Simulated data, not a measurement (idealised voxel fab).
process module | voxel released beams
cross-section cut | 185 nm wide | cells 5 nm
A cross-section is a grid of square cells, given in bands from the top down. A band is one or more rows of cells.
Each band's line starts with the height of the band's top and of its bottom, in nm. Then come its materials from left to right, each with its width in nm. One material with "throughout" fills the band from edge to edge. "air" is empty space.
Height 0 is the level under which the wafer as received is all one material. The lowest band goes on downwards, as in "0 down".
A width such as "30 to 40" changes by the same amount from each row of cells to the next, from the band's top row to its bottom row.
"no change" after a step means that no cell of the cross-section changed.
closed voids: empty space of 8 cells or more with no open way to the top, each as width x height at its distance from the left edge, in nm
after a step's settings: what the simulator itself notes on the step
overlay nm, on a step with a mask: how far to the right of its planned place the mask lay; to the left if negative
plan
1 op RECEIVE | material Si
2 op CONFORMAL_DEP | material Al2O3 | thk nm 5
3 op DIRECTIONAL_DEP | material SiO2 | thk nm 20
4 op MASKED_ETCH | tone open | mask id ANCHOR | width nm 25 | etch materials SiO2 | depth nm 20 | overlay nm 0
5 op CONFORMAL_DEP | material SiN | thk nm 10
6 op DIRECTIONAL_DEP | material aC | thk nm 15
7 op PATTERN | tone cover | mask id BEAM | material resist | width nm 110 | thk nm 35 | overlay nm -15
8 op DIRECTIONAL_ETCH | etch materials aC | depth nm 15
9 op STRIP | etch materials resist
10 op DIRECTIONAL_ETCH | etch materials SiN | depth nm 10
11 op STRIP | etch materials aC
12 op STRIP | etch materials SiO2
varied across the wafers: overlay nm of step 7. The plan shows the first wafer's value. All wafers start alike
first wafer as received, after step 1
  0 down: Si throughout
  closed voids: none
each wafer at the end: cells of each material gained (+) or lost (-) since it was received, then its closed voids
overlay nm -15 | +37 Al2O3 | +60 SiN | closed voids: none
overlay nm -10 | +37 Al2O3 | +60 SiN | closed voids: none
overlay nm -5 | +37 Al2O3 | +60 SiN | closed voids: none
overlay nm 0 | +37 Al2O3 | +60 SiN | closed voids: none
overlay nm 5 | +37 Al2O3 | +60 SiN | closed voids: none
overlay nm 10 | +37 Al2O3 | +60 SiN | closed voids: none
overlay nm 15 | +37 Al2O3 | +60 SiN | closed voids: none
